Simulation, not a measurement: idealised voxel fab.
process module | voxel capacitor over wiring
cross-section cut | 290 nm wide | cells 5 nm
A cross-section is a grid of square cells, given in bands from the top down. A band is one or more rows of cells.
Each band's line starts with the height of the band's top and of its bottom, in nm. Then come its materials from left to right, each with its width in nm. One material with "throughout" fills the band from edge to edge. "air" is empty space.
Height 0 is the level under which the wafer as received is all one material. The lowest band goes on downwards, as in "0 down".
A width such as "30 to 40" changes by the same amount from each row of cells to the next, from the band's top row to its bottom row.
"no change" after a step means that no cell of the cross-section changed.
closed voids: empty space of 8 cells or more with no open way to the top, each as width x height at its distance from the left edge, in nm
after a step's settings: what the simulator itself notes on the step
overlay nm, on a step with a mask: how far to the right of its planned place the mask lay; to the left if negative
plan
1 op RECEIVE | material Si
2 op CONFORMAL_DEP | material SiO2 | thk nm 15
3 op CONFORMAL_DEP | material SiN | thk nm 5
4 op DIRECTIONAL_DEP | material SiO2 | thk nm 25
5 op PATTERN | tone open | mask id METAL_1 | material resist | width nm 30 | pitch nm 100 | thk nm 20 | overlay nm 0
6 op DIRECTIONAL_ETCH | etch materials SiO2 | depth nm 25
7 op DIRECTIONAL_ETCH | etch materials SiN | depth nm 5
8 op STRIP | etch materials resist
9 op CONFORMAL_DEP | material TiN | thk nm 5
10 op FILL_DEP | material Cu | thk nm 10
11 op CMP | height nm 45
12 op CONFORMAL_DEP | material SiCN | thk nm 5
13 op DIRECTIONAL_DEP | material SiO2 | thk nm 15
14 op MASKED_ETCH | tone open | mask id PLUG_1 | width nm 15 | etch materials SiO2 | depth nm 15 | overlay nm 0
15 op MASKED_ETCH | tone open | mask id PLUG_1 | width nm 15 | etch materials SiCN | depth nm 5 | overlay nm 0
16 op CONFORMAL_DEP | material TiN | thk nm 5
17 op FILL_DEP | material Cu | thk nm 10
18 op CMP | height nm 65
19 op DIRECTIONAL_DEP | material TiN | thk nm 10
20 op DIRECTIONAL_DEP | material Al2O3 | thk nm 5
21 op DIRECTIONAL_DEP | material TiN | thk nm 10
22 op MASKED_ETCH | tone cover | mask id UPPER_PLATE | width nm 75 | etch materials TiN | depth nm 10 | overlay nm 0
23 op MASKED_ETCH | tone cover | mask id UPPER_PLATE | width nm 75 | etch materials Al2O3 | depth nm 5 | overlay nm 0
24 op MASKED_ETCH | tone cover | mask id LOWER_PLATE | width nm 85 | etch materials TiN | depth nm 10 | overlay nm 0
25 op FILL_DEP | material SiO2 | thk nm 20
26 op CMP | height nm 105
27 op PATTERN | tone open | mask id PLUG_2 | material resist | width nm 15 | thk nm 20 | overlay nm 0
28 op DIRECTIONAL_ETCH | etch materials SiO2 | depth nm 15
29 op STRIP | etch materials resist
30 op CONFORMAL_DEP | material TiN | thk nm 5
31 op FILL_DEP | material W | thk nm 5
32 op CMP | height nm 105
33 op CONFORMAL_DEP | material SiCN | thk nm 5
first wafer, as planned
as received, after step 1
  0 down: Si throughout
  closed voids: none
after step 2
  15 to 0: SiO2 throughout
  below 0: unchanged
after step 3
  20 to 15: SiN throughout
  below 15: unchanged
after step 4
  45 to 20: SiO2 throughout
  below 20: unchanged
after step 5
  65 to 45: resist 80 | air 30 | resist 70 | air 30 | resist 80
  below 45: unchanged
after step 6
  65 to 45: resist 80 | air 30 | resist 70 | air 30 | resist 80
  45 to 20: SiO2 80 | air 30 | SiO2 70 | air 30 | SiO2 80
  below 20: unchanged
after step 7
  65 to 45: resist 80 | air 30 | resist 70 | air 30 | resist 80
  45 to 20: SiO2 80 | air 30 | SiO2 70 | air 30 | SiO2 80
  20 to 15: SiN 80 | air 30 | SiN 70 | air 30 | SiN 80
  below 15: unchanged
after step 8
  45 to 20: SiO2 80 | air 30 | SiO2 70 | air 30 | SiO2 80
  below 20: unchanged
after step 9
  50 to 45: TiN 85 | air 20 | TiN 80 | air 20 | TiN 85
  45 to 20: SiO2 80 | TiN 5 | air 20 | TiN 5 | SiO2 70 | TiN 5 | air 20 | TiN 5 | SiO2 80
  20 to 15: SiN 80 | TiN 30 | SiN 70 | TiN 30 | SiN 80
  below 15: unchanged
after step 10
  60 to 50: Cu throughout
  50 to 45: TiN 85 | Cu 20 | TiN 80 | Cu 20 | TiN 85
  45 to 20: SiO2 80 | TiN 5 | Cu 20 | TiN 5 | SiO2 70 | TiN 5 | Cu 20 | TiN 5 | SiO2 80
  below 20: unchanged
after step 11
  45 to 20: SiO2 80 | TiN 5 | Cu 20 | TiN 5 | SiO2 70 | TiN 5 | Cu 20 | TiN 5 | SiO2 80
  below 20: unchanged
after step 12
  50 to 45: SiCN throughout
  below 45: unchanged
after step 13
  65 to 50: SiO2 throughout
  below 50: unchanged
after step 14
  65 to 50: SiO2 95 | air 15 | SiO2 180
  below 50: unchanged
after step 15
  65 to 50: SiO2 95 | air 15 | SiO2 180
  50 to 45: SiCN 95 | air 15 | SiCN 180
  below 45: unchanged
after step 16
  70 to 65: TiN 100 | air 5 | TiN 185
  65 to 50: SiO2 95 | TiN 5 | air 5 | TiN 5 | SiO2 180
  50 to 45: SiCN 95 | TiN 15 | SiCN 180
  below 45: unchanged
after step 17
  80 to 70: Cu throughout
  70 to 65: TiN 100 | Cu 5 | TiN 185
  65 to 50: SiO2 95 | TiN 5 | Cu 5 | TiN 5 | SiO2 180
  below 50: unchanged
after step 18
  65 to 50: SiO2 95 | TiN 5 | Cu 5 | TiN 5 | SiO2 180
  below 50: unchanged
after step 19
  75 to 65: TiN throughout
  below 65: unchanged
after step 20
  80 to 75: Al2O3 throughout
  below 75: unchanged
after step 21
  90 to 80: TiN throughout
  below 80: unchanged
after step 22
  90 to 80: air 95 | TiN 75 | air 120
  below 80: unchanged
after step 23
  90 to 80: air 95 | TiN 75 | air 120
  80 to 75: air 95 | Al2O3 75 | air 120
  below 75: unchanged
after step 24
  90 to 80: air 95 | TiN 75 | air 120
  80 to 75: air 95 | Al2O3 75 | air 120
  75 to 65: air 90 | TiN 85 | air 115
  below 65: unchanged
after step 25
  110 to 90: SiO2 throughout
  90 to 80: SiO2 95 | TiN 75 | SiO2 120
  80 to 75: SiO2 95 | Al2O3 75 | SiO2 120
  75 to 65: SiO2 90 | TiN 85 | SiO2 115
  below 65: unchanged
after step 26
  105 to 90: SiO2 throughout
  below 90: unchanged
after step 27
  125 to 105: resist 105 | air 15 | resist 170
  below 105: unchanged
after step 28
  125 to 105: resist 105 | air 15 | resist 170
  105 to 90: SiO2 105 | air 15 | SiO2 170
  below 90: unchanged
after step 29
  105 to 90: SiO2 105 | air 15 | SiO2 170
  below 90: unchanged
after step 30
  110 to 105: TiN 110 | air 5 | TiN 175
  105 to 95: SiO2 105 | TiN 5 | air 5 | TiN 5 | SiO2 170
  95 to 90: SiO2 105 | TiN 15 | SiO2 170
  below 90: unchanged
after step 31
  115 to 110: W throughout
  110 to 105: TiN 110 | W 5 | TiN 175
  105 to 95: SiO2 105 | TiN 5 | W 5 | TiN 5 | SiO2 170
  below 95: unchanged
after step 32
  105 to 95: SiO2 105 | TiN 5 | W 5 | TiN 5 | SiO2 170
  below 95: unchanged
after step 33
  110 to 105: SiCN throughout
  below 105: unchanged
second wafer: like start, like plan, one mistake. Through step 2 it matches the first wafer
when step 3 should have ended: no change
when step 4 should have ended
  40 to 0: SiO2 throughout
  below 0: unchanged
when step 5 should have ended
  60 to 40: resist 80 | air 30 | resist 70 | air 30 | resist 80
  below 40: unchanged
when step 6 should have ended
  60 to 40: resist 80 | air 30 | resist 70 | air 30 | resist 80
  40 to 15: SiO2 80 | air 30 | SiO2 70 | air 30 | SiO2 80
  below 15: unchanged
when step 7 should have ended: no change
when step 8 should have ended
  40 to 15: SiO2 80 | air 30 | SiO2 70 | air 30 | SiO2 80
  below 15: unchanged
when step 9 should have ended
  45 to 40: TiN 85 | air 20 | TiN 80 | air 20 | TiN 85
  40 to 20: SiO2 80 | TiN 5 | air 20 | TiN 5 | SiO2 70 | TiN 5 | air 20 | TiN 5 | SiO2 80
  20 to 15: SiO2 80 | TiN 30 | SiO2 70 | TiN 30 | SiO2 80
  below 15: unchanged
when step 10 should have ended
  55 to 45: Cu throughout
  45 to 40: TiN 85 | Cu 20 | TiN 80 | Cu 20 | TiN 85
  40 to 20: SiO2 80 | TiN 5 | Cu 20 | TiN 5 | SiO2 70 | TiN 5 | Cu 20 | TiN 5 | SiO2 80
  below 20: unchanged
when step 11 should have ended
  45 to 40: TiN 85 | Cu 20 | TiN 80 | Cu 20 | TiN 85
  below 40: unchanged
when step 12 should have ended
  50 to 45: SiCN throughout
  below 45: unchanged
when step 13 should have ended
  65 to 50: SiO2 throughout
  below 50: unchanged
when step 14 should have ended
  65 to 50: SiO2 95 | air 15 | SiO2 180
  below 50: unchanged
when step 15 should have ended
  65 to 50: SiO2 95 | air 15 | SiO2 180
  50 to 45: SiCN 95 | air 15 | SiCN 180
  below 45: unchanged
when step 16 should have ended
  70 to 65: TiN 100 | air 5 | TiN 185
  65 to 50: SiO2 95 | TiN 5 | air 5 | TiN 5 | SiO2 180
  50 to 45: SiCN 95 | TiN 15 | SiCN 180
  below 45: unchanged
when step 17 should have ended
  80 to 70: Cu throughout
  70 to 65: TiN 100 | Cu 5 | TiN 185
  65 to 50: SiO2 95 | TiN 5 | Cu 5 | TiN 5 | SiO2 180
  below 50: unchanged
when step 18 should have ended
  65 to 50: SiO2 95 | TiN 5 | Cu 5 | TiN 5 | SiO2 180
  below 50: unchanged
when step 19 should have ended
  75 to 65: TiN throughout
  below 65: unchanged
when step 20 should have ended
  80 to 75: Al2O3 throughout
  below 75: unchanged
when step 21 should have ended
  90 to 80: TiN throughout
  below 80: unchanged
when step 22 should have ended
  90 to 80: air 95 | TiN 75 | air 120
  below 80: unchanged
when step 23 should have ended
  90 to 80: air 95 | TiN 75 | air 120
  80 to 75: air 95 | Al2O3 75 | air 120
  below 75: unchanged
when step 24 should have ended
  90 to 80: air 95 | TiN 75 | air 120
  80 to 75: air 95 | Al2O3 75 | air 120
  75 to 65: air 90 | TiN 85 | air 115
  below 65: unchanged
when step 25 should have ended
  110 to 90: SiO2 throughout
  90 to 80: SiO2 95 | TiN 75 | SiO2 120
  80 to 75: SiO2 95 | Al2O3 75 | SiO2 120
  75 to 65: SiO2 90 | TiN 85 | SiO2 115
  below 65: unchanged
when step 26 should have ended
  105 to 90: SiO2 throughout
  below 90: unchanged
when step 27 should have ended
  125 to 105: resist 105 | air 15 | resist 170
  below 105: unchanged
when step 28 should have ended
  125 to 105: resist 105 | air 15 | resist 170
  105 to 90: SiO2 105 | air 15 | SiO2 170
  below 90: unchanged
when step 29 should have ended
  105 to 90: SiO2 105 | air 15 | SiO2 170
  below 90: unchanged
when step 30 should have ended
  110 to 105: TiN 110 | air 5 | TiN 175
  105 to 95: SiO2 105 | TiN 5 | air 5 | TiN 5 | SiO2 170
  95 to 90: SiO2 105 | TiN 15 | SiO2 170
  below 90: unchanged
when step 31 should have ended
  115 to 110: W throughout
  110 to 105: TiN 110 | W 5 | TiN 175
  105 to 95: SiO2 105 | TiN 5 | W 5 | TiN 5 | SiO2 170
  below 95: unchanged
when step 32 should have ended
  105 to 95: SiO2 105 | TiN 5 | W 5 | TiN 5 | SiO2 170
  below 95: unchanged
when step 33 should have ended
  110 to 105: SiCN throughout
  below 105: unchanged
what went wrong: step 3 was left out
at the end the second wafer has, in cells: 46 fewer of SiN | 46 more of TiN
